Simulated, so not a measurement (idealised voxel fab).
You're looking at the process module voxel wiring stack.
cross-section cut | 240 nm wide | cells 5 nm
Bands, listed from the top down, are how a cross-section gets written in this document; the cross-section itself is a grid of square cells, and a band is one or more rows of them.
Read a band's entry like this: the first values are the height of its top and the height of its bottom in nm, and what follows is the sequence of materials from left to right, each with its width in nm. Note that "empty" is empty space, and that a single material marked "everywhere" reaches across the band from edge to edge.
All heights in this document are referenced to 0, defined as the level beneath which the wafer, as received, consists entirely of one material. The lowest band is not bounded below; it extends indefinitely downward and is written in the form "top 0, no bottom".
So if you see something like "30->40" for the width, read it as the top row of the band sitting at the first number and the bottom row at the second, with every row in between moving by the same amount as the last.
Step marked "no change"? Then no cell in the cross-section changed in it.
The label "Enclosed cavity list" introduces a list of the empty spaces, 8 cells or larger, that have no open way up to the top; each entry in it reads width x height at distance, where the distance is taken from the left edge and all three are stated in nm.
Past the settings on a step's line: simulator remark, on that step.
"overlay nm" on a masked step: distance the mask lay right of its planned place, negative for left.
Intended process steps:
| 1 | RECEIVE with material Si |
| 2 | CONFORMAL_DEP with material SiO2, thk nm 15 |
| 3 | DIRECTIONAL_DEP with material TiN, thk nm 5 |
| 4 | DIRECTIONAL_DEP with material W, thk nm 20 |
| 5 | PATTERN with tone cover, mask id METAL_1, material resist, width nm 25, pitch nm 45, thk nm 15, overlay nm 0 |
| 6 | DIRECTIONAL_ETCH with etch materials W, depth nm 20 |
| 7 | DIRECTIONAL_ETCH with etch materials TiN, depth nm 5 |
| 8 | STRIP with etch materials resist |
| 9 | FILL_DEP with material SiO2, thk nm 10 |
| 10 | CMP with height nm 40 |
| 11 | CONFORMAL_DEP with material SiCN, thk nm 5 |
| 12 | DIRECTIONAL_DEP with material SiO2, thk nm 25 |
| 13 | MASKED_ETCH with tone open, mask id METAL_2_HOLES, width nm 15, pitch nm 90, etch materials SiO2, depth nm 25, overlay nm 0 |
| 14 | PATTERN with tone open, mask id METAL_2, material resist, width nm 25, pitch nm 45, thk nm 15, overlay nm 0 |
| 15 | DIRECTIONAL_ETCH with etch materials SiO2, depth nm 15 |
| 16 | DIRECTIONAL_ETCH with etch materials SiCN, depth nm 5 |
| 17 | STRIP with etch materials resist |
| 18 | CONFORMAL_DEP with material TiN, thk nm 5 |
| 19 | FILL_DEP with material Cu, thk nm 10 |
| 20 | CMP with height nm 70 |
| 21 | CONFORMAL_DEP with material SiCN, thk nm 5 |
| 22 | DIRECTIONAL_DEP with material SiO2, thk nm 35 |
| 23 | DIRECTIONAL_DEP with material aC, thk nm 15 |
| 24 | PATTERN with tone open, mask id METAL_3, material resist, width nm 25, pitch nm 45, thk nm 35, overlay nm 0 |
| 25 | DIRECTIONAL_ETCH with etch materials aC, depth nm 15 |
| 26 | STRIP with etch materials resist |
| 27 | DIRECTIONAL_ETCH with etch materials SiO2, depth nm 20 |
| 28 | STRIP with etch materials aC |
| 29 | PATTERN with tone open, mask id METAL_3_HOLES, material resist, width nm 15, pitch nm 90, thk nm 20, overlay nm 0 |
| 30 | DIRECTIONAL_ETCH with etch materials SiO2, depth nm 15 |
| 31 | DIRECTIONAL_ETCH with etch materials SiCN, depth nm 5 |
| 32 | STRIP with etch materials resist |
| 33 | CONFORMAL_DEP with material TiN, thk nm 5 |
| 34 | FILL_DEP with material Ru, thk nm 10 |
| 35 | CMP with height nm 110 |
| 36 | CONFORMAL_DEP with material SiCN, thk nm 5 |
| 37 | DIRECTIONAL_DEP with material SiO2, thk nm 25 |
| 38 | DIRECTIONAL_DEP with material aC, thk nm 15 |
| 39 | PATTERN with tone open, mask id METAL_4, material resist, width nm 25, pitch nm 45, thk nm 30, overlay nm 0 |
| 40 | DIRECTIONAL_ETCH with etch materials aC, depth nm 15 |
| 41 | STRIP with etch materials resist |
| 42 | DIRECTIONAL_ETCH with etch materials SiO2, depth nm 15 |
| 43 | STRIP with etch materials aC |
| 44 | PATTERN with tone open, mask id METAL_4_HOLES, material resist, width nm 15, pitch nm 90, thk nm 20, overlay nm 0 |
| 45 | DIRECTIONAL_ETCH with etch materials SiO2, depth nm 10 |
| 46 | DIRECTIONAL_ETCH with etch materials SiCN, depth nm 5 |
| 47 | STRIP with etch materials resist |
| 48 | CONFORMAL_DEP with material TiN, thk nm 5 |
| 49 | FILL_DEP with material Cu, thk nm 10 |
| 50 | CMP with height nm 140 |
| 51 | CONFORMAL_DEP with material SiN, thk nm 5 |
The cross-section here shows the wafer as received, i.e. in its state after step 1:
top 0, no bottom  Si everywhere
Enclosed cavity list: none
Module complete - cross-section of the first of two wafers, run according to plan:
top 145, bottom 140  SiN everywhere
top 140, bottom 130  SiO2: 60 | TiN: 5 | Cu: 15 | TiN: 5 | SiO2: 20 | TiN: 5 | Cu: 15 | TiN: 5 | SiO2: 20 | TiN: 5 | Cu: 15 | TiN: 5 | SiO2: 65
top 130, bottom 125  SiO2: 60 | TiN: 5 | Cu: 5 | TiN: 15 | SiO2: 20 | TiN: 25 | SiO2: 20 | TiN: 5 | Cu: 5 | TiN: 15 | SiO2: 65
top 125, bottom 115  SiO2: 60 | TiN: 5 | Cu: 5 | TiN: 5 | SiO2: 75 | TiN: 5 | Cu: 5 | TiN: 5 | SiO2: 75
top 115, bottom 110  SiCN: 60 | TiN: 15 | SiCN: 75 | TiN: 15 | SiCN: 75
top 110, bottom 95  SiO2: 60 | TiN: 5 | Ru: 15 | TiN: 5 | SiO2: 20 | TiN: 5 | Ru: 15 | TiN: 5 | SiO2: 20 | TiN: 5 | Ru: 15 | TiN: 5 | SiO2: 65
top 95, bottom 90  SiO2: 60 | TiN: 5 | Ru: 5 | TiN: 15 | SiO2: 20 | TiN: 25 | SiO2: 20 | TiN: 5 | Ru: 5 | TiN: 15 | SiO2: 65
top 90, bottom 75  SiO2: 60 | TiN: 5 | Ru: 5 | TiN: 5 | SiO2: 75 | TiN: 5 | Ru: 5 | TiN: 5 | SiO2: 75
top 75, bottom 70  SiCN: 60 | TiN: 15 | SiCN: 75 | TiN: 15 | SiCN: 75
top 70, bottom 60  SiO2: 60 | TiN: 5 | Cu: 15 | TiN: 5 | SiO2: 20 | TiN: 5 | Cu: 15 | TiN: 5 | SiO2: 20 | TiN: 5 | Cu: 15 | TiN: 5 | SiO2: 65
top 60, bottom 55  SiO2: 60 | TiN: 5 | Cu: 5 | TiN: 15 | SiO2: 20 | TiN: 25 | SiO2: 20 | TiN: 5 | Cu: 5 | TiN: 15 | SiO2: 65
top 55, bottom 45  SiO2: 60 | TiN: 5 | Cu: 5 | TiN: 5 | SiO2: 75 | TiN: 5 | Cu: 5 | TiN: 5 | SiO2: 75
top 45, bottom 40  SiCN: 60 | TiN: 15 | SiCN: 75 | TiN: 15 | SiCN: 75
top 40, bottom 20  SiO2: 60 | W: 25 | SiO2: 20 | W: 25 | SiO2: 20 | W: 25 | SiO2: 65
top 20, bottom 15  SiO2: 60 | TiN: 25 | SiO2: 20 | TiN: 25 | SiO2: 20 | TiN: 25 | SiO2: 65
top 15, bottom 0  SiO2 everywhere
top 0, no bottom  Si everywhere
Enclosed cavity list: none
Cross-sectional view: second of two wafers, end of module; start and plan identical to the first, one mistake in running:
top 145, bottom 140  SiN everywhere
top 140, bottom 130  SiO2: 60 | TiN: 5 | Cu: 15 | TiN: 5 | SiO2: 20 | TiN: 5 | Cu: 15 | TiN: 5 | SiO2: 20 | TiN: 5 | Cu: 15 | TiN: 5 | SiO2: 65
top 130, bottom 125  SiO2: 60 | TiN: 5 | Cu: 5 | TiN: 15 | SiO2: 20 | TiN: 25 | SiO2: 20 | TiN: 5 | Cu: 5 | TiN: 15 | SiO2: 65
top 125, bottom 115  SiO2: 60 | TiN: 5 | Cu: 5 | TiN: 5 | SiO2: 75 | TiN: 5 | Cu: 5 | TiN: 5 | SiO2: 75
top 115, bottom 110  SiCN: 60 | TiN: 15 | SiCN: 75 | TiN: 15 | SiCN: 75
top 110, bottom 105  SiO2: 60 | TiN: 5 | Ru: 5 | TiN: 15 | SiO2: 20 | TiN: 25 | SiO2: 20 | TiN: 5 | Ru: 5 | TiN: 15 | SiO2: 65
top 105, bottom 90  SiO2: 60 | TiN: 5 | Ru: 5 | TiN: 5 | SiO2: 75 | TiN: 5 | Ru: 5 | TiN: 5 | SiO2: 75
top 90, bottom 85  SiCN: 60 | TiN: 15 | SiCN: 75 | TiN: 15 | SiCN: 75
top 85, bottom 75  Cu everywhere
top 75, bottom 70  TiN: 65 | Cu: 15 | TiN: 30 | Cu: 15 | TiN: 30 | Cu: 15 | TiN: 70
top 70, bottom 60  SiO2: 60 | TiN: 5 | Cu: 15 | TiN: 5 | SiO2: 20 | TiN: 5 | Cu: 15 | TiN: 5 | SiO2: 20 | TiN: 5 | Cu: 15 | TiN: 5 | SiO2: 65
top 60, bottom 55  SiO2: 60 | TiN: 5 | Cu: 5 | TiN: 15 | SiO2: 20 | TiN: 25 | SiO2: 20 | TiN: 5 | Cu: 5 | TiN: 15 | SiO2: 65
top 55, bottom 45  SiO2: 60 | TiN: 5 | Cu: 5 | TiN: 5 | SiO2: 75 | TiN: 5 | Cu: 5 | TiN: 5 | SiO2: 75
top 45, bottom 40  SiCN: 60 | TiN: 15 | SiCN: 75 | TiN: 15 | SiCN: 75
top 40, bottom 20  SiO2: 60 | W: 25 | SiO2: 20 | W: 25 | SiO2: 20 | W: 25 | SiO2: 65
top 20, bottom 15  SiO2: 60 | TiN: 25 | SiO2: 20 | TiN: 25 | SiO2: 20 | TiN: 25 | SiO2: 65
top 15, bottom 0  SiO2 everywhere
top 0, no bottom  Si everywhere
Enclosed cavity list: none
Finding, execution versus plan: heads up, step 20 of the plan was skipped and never actually ran
Counted in cells at the end, the second wafer holds more or fewer of these materials than the first: Cu +105, Ru -27, SiO2 -99, TiN +21
